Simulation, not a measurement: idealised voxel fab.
process module | voxel capacitor over wiring
cross-section cut | 235 nm wide | cells 5 nm
A cross-section is a grid of square cells, given in bands from the top down. A band is one or more rows of cells.
Each band's line starts with the height of the band's top and of its bottom, in nm. Then come its materials from left to right, each with its width in nm. One material with "throughout" fills the band from edge to edge. "air" is empty space.
Height 0 is the level under which the wafer as received is all one material. The lowest band goes on downwards, as in "0 down".
A width such as "30 to 40" changes by the same amount from each row of cells to the next, from the band's top row to its bottom row.
"no change" after a step means that no cell of the cross-section changed.
closed voids: empty space of 8 cells or more with no open way to the top, each as width x height at its distance from the left edge, in nm
after a step's settings: what the simulator itself notes on the step
overlay nm, on a step with a mask: how far to the right of its planned place the mask lay; to the left if negative
plan
1 op RECEIVE | material Si
2 op CONFORMAL_DEP | material SiO2 | thk nm 10
3 op DIRECTIONAL_DEP | material TiN | thk nm 5
4 op DIRECTIONAL_DEP | material Ru | thk nm 25
5 op DIRECTIONAL_DEP | material aC | thk nm 10
6 op PATTERN | tone cover | mask id METAL_1 | material resist | width nm 30 | pitch nm 80 | thk nm 25 | overlay nm 0
7 op DIRECTIONAL_ETCH | etch materials aC | depth nm 10
8 op STRIP | etch materials resist
9 op DIRECTIONAL_ETCH | etch materials Ru | depth nm 25
10 op DIRECTIONAL_ETCH | etch materials TiN | depth nm 5
11 op STRIP | etch materials aC
12 op CONFORMAL_DEP | material SiCN | thk nm 5
13 op FILL_DEP | material lowk | thk nm 10
14 op CMP | height nm 40
15 op CONFORMAL_DEP | material SiCN | thk nm 5
16 op DIRECTIONAL_DEP | material lowk | thk nm 10
17 op MASKED_ETCH | tone open | mask id PLUG_1 | width nm 15 | etch materials lowk | depth nm 10 | overlay nm 0
18 op MASKED_ETCH | tone open | mask id PLUG_1 | width nm 15 | etch materials SiCN | depth nm 5 | overlay nm 0
19 op CONFORMAL_DEP | material TiN | thk nm 5
20 op FILL_DEP | material Cu | thk nm 10
21 op CMP | height nm 55
22 op DIRECTIONAL_DEP | material TiN | thk nm 10
23 op DIRECTIONAL_DEP | material Al2O3 | thk nm 5
24 op DIRECTIONAL_DEP | material TiN | thk nm 5
25 op PATTERN | tone cover | mask id UPPER_PLATE | material resist | width nm 45 | thk nm 15 | overlay nm 0
26 op DIRECTIONAL_ETCH | etch materials TiN | depth nm 5
27 op DIRECTIONAL_ETCH | etch materials Al2O3 | depth nm 5
28 op STRIP | etch materials resist
29 op MASKED_ETCH | tone cover | mask id LOWER_PLATE | width nm 65 | etch materials TiN | depth nm 10 | overlay nm 0
30 op FILL_DEP | material SiO2 | thk nm 15
31 op CMP | height nm 85
32 op PATTERN | tone open | mask id PLUG_2 | material resist | width nm 15 | thk nm 20 | overlay nm 0
33 op DIRECTIONAL_ETCH | etch materials SiO2 | depth nm 10
34 op STRIP | etch materials resist
35 op CONFORMAL_DEP | material TiN | thk nm 5
36 op FILL_DEP | material Cu | thk nm 10
37 op CMP | height nm 85
38 op CONFORMAL_DEP | material SiN | thk nm 5
varied across the wafers: width nm of step 25. The plan shows the first wafer's value. All wafers start alike
first wafer as received, after step 1
  0 down: Si throughout
  closed voids: none
each wafer at the end: cells of each material gained (+) or lost (-) since it was received, then its closed voids
width nm 45 | +9 Al2O3 | +3 Cu | +60 Ru | +99 SiCN | +47 SiN | +326 SiO2 | +59 TiN | +243 lowk | closed voids: none
width nm 50 | +10 Al2O3 | +3 Cu | +60 Ru | +99 SiCN | +47 SiN | +324 SiO2 | +60 TiN | +243 lowk | closed voids: none
width nm 55 | +11 Al2O3 | +3 Cu | +60 Ru | +99 SiCN | +47 SiN | +322 SiO2 | +61 TiN | +243 lowk | closed voids: none
width nm 60 | +12 Al2O3 | +3 Cu | +60 Ru | +99 SiCN | +47 SiN | +320 SiO2 | +62 TiN | +243 lowk | closed voids: none
width nm 65 | +13 Al2O3 | +3 Cu | +60 Ru | +99 SiCN | +47 SiN | +318 SiO2 | +63 TiN | +243 lowk | closed voids: none
width nm 70 | +14 Al2O3 | +3 Cu | +60 Ru | +99 SiCN | +47 SiN | +315 SiO2 | +65 TiN | +243 lowk | closed voids: none
